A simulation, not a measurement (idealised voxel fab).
The process module presented herein is designated voxel released beams.
For reference, the cross-section in this document is cut, with width 240 nm and square cells of 5 nm.
Cross-section spec: square-cell grid; bands listed top down; each band is one or more rows.
The entry gives the band's vertical extent as a top height and a bottom height in nm, then its horizontal make-up as materials from left to right, each with a width in nm. "air" stands for empty space; a single material marked "throughout" fills the band edge to edge.
Measure heights from 0. That's the level where, below it, the as-received wafer is all one material. The lowest band is bottomless and extends downward; write it as in "0 -> down".
When a width is written as two numbers, as in "30 to 40", the first number is the width in the top row of cells of the band and the second is the width in its bottom row, and the width changes by the same amount from each row to the next.
It should be understood that the words "nothing different", when stated for a given step, signify that the cross-section underwent no change in any of its cells during that step.
So "Closed void list" is basically the list of trapped voids: any empty space of 8 cells or more that can't reach the top through an opening. They're written width x height at distance, the distance being from the left edge, and it's all nm.
Text after the settings on a step's line: the simulator's own remark on that step.
overlay nm: mask right of planned place by this much (step with mask). Neg. = left.
Planned process steps
1) RECEIVE, material Si
2) CONFORMAL_DEP, material SiN, thk nm 5
3) DIRECTIONAL_DEP, material SiO2, thk nm 15
4) PATTERN, tone open, mask id ANCHOR, material resist, width nm 40, thk nm 15, overlay nm -15
5) DIRECTIONAL_ETCH, etch materials SiO2, depth nm 15
6) STRIP, etch materials resist
7) CONFORMAL_DEP, material TiN, thk nm 15
8) MASKED_ETCH, tone cover, mask id BEAM, width nm 85, etch materials TiN, depth nm 15, overlay nm 0
9) STRIP, etch materials SiO2
For clarity, it should be stated that the wafers under discussion commence in an identical condition and differ with respect to the overlay nm of step 4, the plan indicating the value that the first wafer had.
The first of several wafers as received, shown in cross-section; this is its state after step 1
  0 -> down: Si throughout
  Closed void list: none
Basically each wafer gets a line in the table, showing it at the end of the module: material by material, the cells it gained (+) or lost (-) since we got it, then its closed voids
overlay nm -15; +48 SiN; +69 TiN; Closed void list: none
overlay nm -10; +48 SiN; +69 TiN; Closed void list: none
overlay nm -5; +48 SiN; +69 TiN; Closed void list: none
overlay nm 0; +48 SiN; +69 TiN; Closed void list: none
overlay nm 5; +48 SiN; +69 TiN; Closed void list: none
overlay nm 10; +48 SiN; +69 TiN; Closed void list: none
overlay nm 15; +48 SiN; +69 TiN; Closed void list: none
